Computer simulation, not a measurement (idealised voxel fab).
Name of the process module below: voxel ribs on slabs
Cross-sectional view cut (width: 165 nm; square cell size: 5 nm).
Each cross-section below is a grid of square cells, stated as bands in top-down order, with one or more rows of cells making up each band.
Heights first: top, then bottom, in nm. Then materials, left to right, each with a width in nm. "all across" on a single material: fills the band edge to edge. "air": empty space.
Height reference: 0 = level under which incoming wafer is all one material. Lowest band: no bottom, runs on downward, e.g. "from 0 down".
A width given as "30->40" starts at the first number in the band's top row and ends at the second number in its bottom row, shifting by an equal amount at every step from row to row.
It should be understood that the words "everything unchanged", when stated for a given step, signify that the cross-section underwent no change in any of its cells during that step.
What "Completely enclosed voids" gives you is every empty space of 8 cells or more that is cut off from the top. Each appears as width x height at distance, with the distance taken from the left edge and width, height and distance all in nm.
If you see something after the settings on a step's line, that's the simulator's own remark about that step.
"overlay nm" denotes, for a step that has a mask, the displacement of the mask to the right of its planned place, with negative values corresponding to the left.
Quick note on how to read the rest: it's all pairs. You get the cross-section before a process step and the one after, but the after one only goes down as far as the lowest band that changed. The step in between, with its settings, sits under the pair. Heads up, the pairs can come from different runs of this module on the same starting wafer, so don't assume a pair picks up from the one above unless its "Pre-process" entry says it does.
Pre-process:
	from 40 to 35: aC 55, then air 55, then aC 55
	from 35 to 25: aC 55, then air 20, then polySi 15, then air 20, then aC 55
	from 25 to 20: polySi 55, then air 20, then polySi 15, then air 20, then polySi 55
	from 20 to 0: SiO2 all across
	from 0 down: Si all across
	Completely enclosed voids: none
Result of Step:
	from 35 to 25: air 75, then polySi 15, then air 75
	Everything under 25 stays put, no change at all.
	Completely enclosed voids: none
Step lying between the two cross-sections just above: STRIP | etch materials aC
Pre-process: see preceding pair, after cross-section.
Result of Step:
	from 65 to 35: SiO2 all across
	from 35 to 25: SiO2 75, then polySi 15, then SiO2 75
	from 25 to 20: polySi 55, then SiO2 20, then polySi 15, then SiO2 20, then polySi 55
	Everything under 20 stays put, no change at all.
	Completely enclosed voids: none
Step lying between the two cross-sections just above: FILL_DEP | material SiO2 | thk nm 30
Pre-process: see preceding pair, after cross-section.
Result of Step:
	from 60 to 35: SiO2 all across
	Everything under 35 stays put, no change at all.
	Completely enclosed voids: none
Step lying between the two cross-sections just above: CMP | height nm 60
Pre-process: see preceding pair, after cross-section.
Result of Step:
	from 65 to 60: W all across
	Everything under 60 stays put, no change at all.
	Completely enclosed voids: none
Step lying between the two cross-sections just above: DIRECTIONAL_DEP | material W | thk nm 5
Pre-process: see preceding pair, after cross-section.
Result of Step:
	from 80 to 65: aC all across
	Everything under 65 stays put, no change at all.
	Completely enclosed voids: none
Step lying between the two cross-sections just above: DIRECTIONAL_DEP | material aC | thk nm 15
Pre-process: see preceding pair, after cross-section.
Result of Step:
	from 115 to 80: air 70, then resist 25, then air 70
	Everything under 80 stays put, no change at all.
	Completely enclosed voids: none
Step lying between the two cross-sections just above: PATTERN | tone cover | mask id HEATER | material resist | width nm 25 | thk nm 35 | overlay nm 0
Pre-process: see preceding pair, after cross-section.
Result of Step:
	from 100 to 80: air 70, then resist 25, then air 70
	from 80 to 65: air 70, then aC 25, then air 70
	Everything under 65 stays put, no change at all.
	Completely enclosed voids: none
Step lying between the two cross-sections just above: DIRECTIONAL_ETCH | etch materials aC | depth nm 15
Pre-process: see preceding pair, after cross-section.
Result of Step:
	from 80 to 65: air 70, then aC 25, then air 70
	Everything under 65 stays put, no change at all.
	Completely enclosed voids: none
Step lying between the two cross-sections just above: STRIP | etch materials resist
Pre-process: see preceding pair, after cross-section.
Result of Step:
	from 80 to 65: air 70, then aC 25, then air 70
	from 65 to 60: air 70, then W 25, then air 70
	Everything under 60 stays put, no change at all.
	Completely enclosed voids: none
Step lying between the two cross-sections just above: DIRECTIONAL_ETCH | etch materials W | depth nm 5
Pre-process: see preceding pair, after cross-section.
Result of Step:
	from 65 to 60: air 70, then W 25, then air 70
	Everything under 60 stays put, no change at all.
	Completely enclosed voids: none
Step lying between the two cross-sections just above: STRIP | etch materials aC
Pre-process: see preceding pair, after cross-section.
Result of Step:
	from 70 to 65: air 65, then SiO2 35, then air 65
	from 65 to 60: SiO2 70, then W 25, then SiO2 70
	Everything under 60 stays put, no change at all.
	Completely enclosed voids: none
Step lying between the two cross-sections just above: CONFORMAL_DEP | material SiO2 | thk nm 5
